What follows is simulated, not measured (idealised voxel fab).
process module | voxel double patterning
cross-section cut | 250 nm wide | cells 5 nm
A cross-section is a grid of square cells, given in bands from the top down. A band is one or more rows of cells.
Each band's line starts with the height of the band's top and of its bottom, in nm. Then come its materials from left to right, each with its width in nm. One material with "throughout" fills the band from edge to edge. "air" is empty space.
Height 0 is the level under which the wafer as received is all one material. The lowest band goes on downwards, as in "0 down".
A width such as "30 to 40" changes by the same amount from each row of cells to the next, from the band's top row to its bottom row.
"no change" after a step means that no cell of the cross-section changed.
closed voids: empty space of 8 cells or more with no open way to the top, each as width x height at its distance from the left edge, in nm
after a step's settings: what the simulator itself notes on the step
overlay nm, on a step with a mask: how far to the right of its planned place the mask lay; to the left if negative
plan
1 op RECEIVE | material Si
2 op CONFORMAL_DEP | material SiN | thk nm 10
3 op DIRECTIONAL_DEP | material SiO2 | thk nm 20
4 op DIRECTIONAL_DEP | material SiCN | thk nm 10
5 op MASKED_ETCH | tone open | mask id FIRST | width nm 15 | pitch nm 50 | etch materials SiCN | depth nm 10 | overlay nm 0
6 op DIRECTIONAL_DEP | material aC | thk nm 10
7 op PATTERN | tone open | mask id SECOND | material resist | width nm 15 | pitch nm 50 | thk nm 30 | overlay nm 0
8 op DIRECTIONAL_ETCH | etch materials aC | depth nm 10
9 op STRIP | etch materials resist
10 op DIRECTIONAL_ETCH | etch materials SiCN | depth nm 10
11 op STRIP | etch materials aC
12 op DIRECTIONAL_ETCH | etch materials SiO2 | depth nm 20
13 op STRIP | etch materials SiCN
as received, after step 1
  0 down: Si throughout
  closed voids: none
first wafer at the end, as planned
  30 to 10: SiO2 65 | air 15 | SiO2 10 | air 15 | SiO2 10 | air 15 | SiO2 10 | air 15 | SiO2 10 | air 15 | SiO2 70
  10 to 0: SiN throughout
  0 down: Si throughout
  closed voids: none
second wafer at the end: like start, like plan, one mistake
  50 to 30: SiO2 65 | air 15 | SiO2 10 | air 15 | SiO2 10 | air 15 | SiO2 10 | air 15 | SiO2 10 | air 15 | SiO2 70
  30 to 10: SiO2 throughout
  10 to 0: SiN throughout
  0 down: Si throughout
  closed voids: none
what went wrong: step 3 was run twice
at the end the second wafer has, in cells: 200 more of SiO2
